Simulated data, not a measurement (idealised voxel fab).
process module | voxel gate over fins
cross-section cut | 280 nm wide | cells 5 nm
A cross-section is a grid of square cells, given in bands from the top down. A band is one or more rows of cells.
Each band's line starts with the height of the band's top and of its bottom, in nm. Then come its materials from left to right, each with its width in nm. One material with "throughout" fills the band from edge to edge. "air" is empty space.
Height 0 is the level under which the wafer as received is all one material. The lowest band goes on downwards, as in "0 down".
A width such as "30 to 40" changes by the same amount from each row of cells to the next, from the band's top row to its bottom row.
"no change" after a step means that no cell of the cross-section changed.
closed voids: empty space of 8 cells or more with no open way to the top, each as width x height at its distance from the left edge, in nm
after a step's settings: what the simulator itself notes on the step
overlay nm, on a step with a mask: how far to the right of its planned place the mask lay; to the left if negative
plan
1 op RECEIVE | material Si
2 op CONFORMAL_DEP | material SiN | thk nm 10
3 op DIRECTIONAL_DEP | material aC | thk nm 10
4 op PATTERN | tone cover | mask id FINS | material resist | width nm 15 | pitch nm 60 | thk nm 30 | overlay nm 0
5 op DIRECTIONAL_ETCH | etch materials aC | depth nm 10
6 op STRIP | etch materials resist
7 op DIRECTIONAL_ETCH | etch materials SiN | depth nm 10
8 op DIRECTIONAL_ETCH | etch materials Si | depth nm 35
9 op STRIP | etch materials aC
10 op FILL_DEP | material SiO2 | thk nm 15
11 op CMP | height nm 10
12 op DIRECTIONAL_DEP | material aC | thk nm 10
13 op PATTERN | tone open | mask id RAIL | material resist | width nm 15 | thk nm 25 | overlay nm 0
14 op DIRECTIONAL_ETCH | etch materials aC | depth nm 10
15 op STRIP | etch materials resist
16 op DIRECTIONAL_ETCH | etch materials SiO2 | depth nm 40
17 op STRIP | etch materials aC
18 op CONFORMAL_DEP | material TiN | thk nm 5
19 op FILL_DEP | material W | thk nm 5
20 op CMP | height nm 10
21 op SELECTIVE_ETCH | etch materials W Ru TiN | depth nm 30
22 op FILL_DEP | material SiO2 | thk nm 5
23 op CMP | height nm 10
24 op SELECTIVE_ETCH | etch materials SiO2 | depth nm 25
25 op STRIP | etch materials SiN
26 op CONFORMAL_DEP | material HfO2 | thk nm 5
27 op CONFORMAL_DEP | material TiN | thk nm 5
28 op CONFORMAL_DEP | material TiAl | thk nm 5
29 op CONFORMAL_DEP | material TiN | thk nm 5
30 op FILL_DEP | material W | thk nm 10
31 op CMP | height nm 25
32 op CONFORMAL_DEP | material SiCN | thk nm 10
as received, after step 1
  0 down: Si throughout
  closed voids: none
a wafer at the end: this start, this plan, one mistake
  35 to 25: SiCN throughout
  25 to 20: W throughout
  20 to 15: W 25 | TiN 55 | W 5 | TiN 55 | W 5 | TiN 55 | W 5 | TiN 55 | W 20
  15 to 10: W 25 | TiN 5 | TiAl 45 | TiN 5 | W 5 | TiN 5 | TiAl 45 | TiN 5 | W 5 | TiN 5 | TiAl 45 | TiN 5 | W 5 | TiN 5 | TiAl 45 | TiN 5 | W 20
  10 to 5: W 25 | TiN 5 | TiAl 5 | TiN 35 | TiAl 5 | TiN 5 | W 5 | TiN 5 | TiAl 5 | TiN 35 | TiAl 5 | TiN 5 | W 5 | TiN 5 | TiAl 5 | TiN 35 | TiAl 5 | TiN 5 | W 5 | TiN 5 | TiAl 5 | TiN 35 | TiAl 5 | TiN 5 | W 20
  5 to 0: TiN 30 | TiAl 5 | TiN 5 | HfO2 25 | TiN 5 | TiAl 5 | TiN 15 | TiAl 5 | TiN 5 | HfO2 25 | TiN 5 | TiAl 5 | TiN 15 | TiAl 5 | TiN 5 | HfO2 25 | TiN 5 | TiAl 5 | TiN 15 | TiAl 5 | TiN 5 | HfO2 25 | TiN 5 | TiAl 5 | TiN 25
  0 to -5: TiAl 35 | TiN 5 | HfO2 5 | Si 15 | HfO2 5 | TiN 5 | TiAl 25 | TiN 5 | HfO2 5 | Si 15 | HfO2 5 | TiN 5 | TiAl 25 | TiN 5 | HfO2 5 | Si 15 | HfO2 5 | TiN 5 | TiAl 25 | TiN 5 | HfO2 5 | Si 15 | HfO2 5 | TiN 5 | TiAl 30
  -5 to -10: TiN 40 | HfO2 5 | Si 15 | HfO2 5 | TiN 35 | HfO2 5 | Si 15 | HfO2 5 | TiN 35 | HfO2 5 | Si 15 | HfO2 5 | TiN 35 | HfO2 5 | Si 15 | HfO2 5 | TiN 35
  -10 to -15: HfO2 45 | Si 15 | HfO2 45 | Si 15 | HfO2 45 | Si 15 | HfO2 45 | Si 15 | HfO2 40
  -15 to -20: SiO2 45 | Si 15 | SiO2 45 | Si 15 | SiO2 45 | Si 15 | SiO2 45 | Si 15 | SiO2 40
  -20 to -25: SiO2 45 | Si 15 | SiO2 10 | TiN 5 | W 5 | TiN 5 | SiO2 20 | Si 15 | SiO2 45 | Si 15 | SiO2 45 | Si 15 | SiO2 40
  -25 to -30: SiO2 45 | Si 15 | SiO2 10 | TiN 15 | SiO2 20 | Si 15 | SiO2 45 | Si 15 | SiO2 45 | Si 15 | SiO2 40
  -30 to -35: SiO2 45 | Si 15 | SiO2 45 | Si 15 | SiO2 45 | Si 15 | SiO2 45 | Si 15 | SiO2 40
  -35 down: Si throughout
  closed voids: none
what went wrong: step 4 ran as: op PATTERN | tone cover | mask id FINS | material resist | width nm 15 | pitch nm 60 | thk nm 30 | overlay nm 5
